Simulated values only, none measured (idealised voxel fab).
Process module heading - voxel released beams
Displayed cross-section: cut, width of 160 nm, square cells sized 5 nm.
Bands, listed from the top down, are how a cross-section gets written in this document; the cross-section itself is a grid of square cells, and a band is one or more rows of them.
A band entry consists of two parts. The first gives the height of the band's top and the height of its bottom, in nm. The rest lists the band's materials from left to right, each with its width in nm. A single material labelled with the word "edge to edge" fills the band from edge to edge, and the word "air" marks empty space.
Ref level 0: as-received wafer is one material below here. Bottom band extends down with no lower bound ("z 0 and below").
Read "30->40" as a graded width: first number on top, second number at the bottom, same change between each pair of neighbouring rows.
When a step is marked "stayed the same", none of the cells in the cross-section changed during that step.
"Closed void catalog" lists enclosed empty spaces (at least 8 cells, no open path upward to the top), each as width x height at distance from the left edge, in nm.
That trailing text on a step's line, after the settings, is the simulator's own remark on the step.
"overlay nm" denotes, for a step that has a mask, the displacement of the mask to the right of its planned place, with negative values corresponding to the left.

Steps planned for the process
1) RECEIVE with material Si
2) CONFORMAL_DEP with material Al2O3, thk nm 5
3) DIRECTIONAL_DEP with material SiO2, thk nm 10
4) DIRECTIONAL_DEP with material aC, thk nm 15
5) PATTERN with tone open, mask id ANCHOR, material resist, width nm 25, thk nm 30, overlay nm 0
6) DIRECTIONAL_ETCH with etch materials aC, depth nm 15
7) STRIP with etch materials resist
8) DIRECTIONAL_ETCH with etch materials SiO2, depth nm 10
9) STRIP with etch materials aC
10) CONFORMAL_DEP with material polySi, thk nm 10
11) DIRECTIONAL_DEP with material aC, thk nm 10
12) PATTERN with tone cover, mask id BEAM, material resist, width nm 85, thk nm 25, overlay nm 0
13) DIRECTIONAL_ETCH with etch materials aC, depth nm 10
14) STRIP with etch materials resist
15) DIRECTIONAL_ETCH with etch materials polySi, depth nm 10
16) STRIP with etch materials aC
17) STRIP with etch materials SiO2

This is the cross-section of the wafer as we received it, i.e. after step 1
z 0 and below | Si edge to edge
Closed void catalog: none

End-of-module XS, first of two wafers, run as planned
z 25 to 15 | air=35, then polySi=15, then air=5, then polySi=65, then air=40
z 15 to 5 | air=40, then polySi=25, then air=95
z 5 to 0 | Al2O3 edge to edge
z 0 and below | Si edge to edge
Closed void catalog: none

Wafer two (of two), end-of-module cross-section: start = wafer one, plan = wafer one, one run mistake
z 25 to 15 | air=35, then polySi=85, then air=40
z 15 to 10 | Al2O3 edge to edge
z 10 to 0 | SiO2 edge to edge
z 0 and below | Si edge to edge
Closed void catalog: none
Which mistake was made when the wafer was run? deviation from plan: step 3 and step 2 executed in one another's positions
Final wafer comparison in cells, second versus first, more or fewer per material: SiO2: 64 more | polySi: 8 fewer
